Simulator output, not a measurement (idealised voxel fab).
process module | voxel ribs on slabs
cross-section cut | 145 nm wide | cells 5 nm
A cross-section is a grid of square cells, given in bands from the top down. A band is one or more rows of cells.
Each band's line starts with the height of the band's top and of its bottom, in nm. Then come its materials from left to right, each with its width in nm. One material with "throughout" fills the band from edge to edge. "air" is empty space.
Height 0 is the level under which the wafer as received is all one material. The lowest band goes on downwards, as in "0 down".
A width such as "30 to 40" changes by the same amount from each row of cells to the next, from the band's top row to its bottom row.
"no change" after a step means that no cell of the cross-section changed.
closed voids: empty space of 8 cells or more with no open way to the top, each as width x height at its distance from the left edge, in nm
after a step's settings: what the simulator itself notes on the step
overlay nm, on a step with a mask: how far to the right of its planned place the mask lay; to the left if negative
plan
1 op RECEIVE | material Si
2 op DIRECTIONAL_DEP | material SiO2 | thk nm 25
3 op DIRECTIONAL_DEP | material polySi | thk nm 25
4 op PATTERN | tone cover | mask id RIB | material resist | width nm 20 | thk nm 15 | overlay nm 0
5 op DIRECTIONAL_ETCH | etch materials polySi | depth nm 15
6 op STRIP | etch materials resist
7 op MASKED_ETCH | tone cover | mask id SLAB | width nm 70 | etch materials polySi | depth nm 10 | overlay nm 0
8 op FILL_DEP | material SiO2 | thk nm 15
9 op CMP | height nm 60
10 op DIRECTIONAL_DEP | material TiN | thk nm 5
11 op PATTERN | tone cover | mask id HEATER | material resist | width nm 30 | thk nm 20 | overlay nm 0
12 op DIRECTIONAL_ETCH | etch materials TiN | depth nm 5
13 op STRIP | etch materials resist
14 op CONFORMAL_DEP | material SiN | thk nm 5
varied across the wafers: width nm of step 7. The plan shows the first wafer's value. All wafers start alike
first wafer as received, after step 1
  0 down: Si throughout
  closed voids: none
each wafer at the end: cells of each material gained (+) or lost (-) since it was received, then its closed voids
width nm 70 | +31 SiN | +308 SiO2 | +6 TiN | +40 polySi | closed voids: none
width nm 75 | +31 SiN | +306 SiO2 | +6 TiN | +42 polySi | closed voids: none
width nm 80 | +31 SiN | +304 SiO2 | +6 TiN | +44 polySi | closed voids: none
width nm 85 | +31 SiN | +302 SiO2 | +6 TiN | +46 polySi | closed voids: none
width nm 90 | +31 SiN | +300 SiO2 | +6 TiN | +48 polySi | closed voids: none
width nm 95 | +31 SiN | +298 SiO2 | +6 TiN | +50 polySi | closed voids: none
